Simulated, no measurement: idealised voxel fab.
process module | voxel lift off
cross-section cut | 260 nm wide | cells 5 nm
A cross-section is a grid of square cells, given in bands from the top down. A band is one or more rows of cells.
Each band's line starts with the height of the band's top and of its bottom, in nm. Then come its materials from left to right, each with its width in nm. One material with "throughout" fills the band from edge to edge. "air" is empty space.
Height 0 is the level under which the wafer as received is all one material. The lowest band goes on downwards, as in "0 down".
A width such as "30 to 40" changes by the same amount from each row of cells to the next, from the band's top row to its bottom row.
"no change" after a step means that no cell of the cross-section changed.
closed voids: empty space of 8 cells or more with no open way to the top, each as width x height at its distance from the left edge, in nm
after a step's settings: what the simulator itself notes on the step
overlay nm, on a step with a mask: how far to the right of its planned place the mask lay; to the left if negative
plan
1 op RECEIVE | material Si
2 op CONFORMAL_DEP | material SiO2 | thk nm 15
3 op PATTERN | tone open | mask id LINES | material resist | width nm 15 | pitch nm 45 | thk nm 30 | overlay nm 0
4 op DIRECTIONAL_DEP | material Ru | thk nm 15
5 op STRIP | etch materials resist
6 op CONFORMAL_DEP | material SiN | thk nm 5
as received, after step 1
  0 down: Si throughout
  closed voids: none
a wafer at the end: this start, this plan, one mistake
  35 to 30: SiN 105 | air 5 | SiN 40 | air 5 | SiN 105
  30 to 20: Ru 100 | SiN 5 | air 5 | SiN 5 | Ru 30 | SiN 5 | air 5 | SiN 5 | Ru 100
  20 to 15: Ru 100 | SiN 15 | Ru 30 | SiN 15 | Ru 100
  15 to 0: SiO2 throughout
  0 down: Si throughout
  closed voids: none
what went wrong: step 3 ran as: op PATTERN | tone cover | mask id LINES | material resist | width nm 15 | pitch nm 45 | thk nm 30 | overlay nm 0
